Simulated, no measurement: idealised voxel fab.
Process module heading - voxel lift off
cross-section cut | 215 nm wide | cells 5 nm
How to read a cross-section here: the picture is a grid of square cells, written as bands going from the top down, and any band can span one or more rows of cells. Each band's line starts with the height of the band's top and of its bottom, in nm. Then come its materials from left to right, each with its width in nm. One material with "all across" fills the band from edge to edge. "empty" is empty space. Zero point of the height axis is 0; under it, received wafer = one material. Lowest band: continues down indefinitely, "0 and below". The notation "30->40" denotes a width that varies across the rows of cells in the band, beginning at the first number in the top row, finishing at the second number in the bottom row, and changing by an identical amount from each row to the next. For the purposes of this document, the phrase "nothing changed" attached to a step denotes that no cell within the cross-section was modified by that step. The entry titled "Fully sealed cavities" provides the empty spaces that have no open way to the top, restricted to those of 8 cells or more. Each is presented as width x height at distance, the distance being measured from the left edge, with all three in nm. What comes after the settings on a step's line is commentary from the simulator itself on that step. overlay nm: how far to the right of its planned place the mask lay on this masked step (negative: to the left).
[Listed below are the process steps as planned]
1,RECEIVE | material Si
2,CONFORMAL_DEP | material Al2O3 | thk nm 5
3,PATTERN | tone open | mask id LINES | material resist | width nm 15 | pitch nm 45 | thk nm 20 | overlay nm 0
4,DIRECTIONAL_DEP | material Ru | thk nm 10
5,STRIP | etch materials resist
6,CONFORMAL_DEP | material SiCN | thk nm 10
[Step 1 complete: cross-section of the wafer as received]
	0 and below | Si all across
	Fully sealed cavities: none
[The first of two wafers, cross-sectioned at the end of the module, with the run proceeding as planned]
	25 down to 15 | empty 45  SiCN 35  empty 10  SiCN 35  empty 10  SiCN 35  empty 45
	15 down to 5 | SiCN 55  Ru 15  SiCN 30  Ru 15  SiCN 30  Ru 15  SiCN 55
	5 down to 0 | Al2O3 all across
	0 and below | Si all across
	Fully sealed cavities: none
[Wafer two cross-section, module end. Start and plan unchanged from wafer one; one mistake made during the run]
	25 down to 15 | empty 45  SiCN 35  empty 10  SiCN 35  empty 10  SiCN 35  empty 45
	15 down to 5 | SiCN 55  Ru 15  SiCN 30  Ru 15  SiCN 30  Ru 15  SiCN 55
	5 down to 0 | SiCN all across
	0 and below | Si all across
	Fully sealed cavities: none
Here's what went sideways: for step 2, the planned setting was not used; the step was instead run as CONFORMAL_DEP | material SiCN | thk nm 5
At the finish, the second wafer shows more or fewer cells for some materials than the first does: 43 fewer of Al2O3, 43 more of SiCN
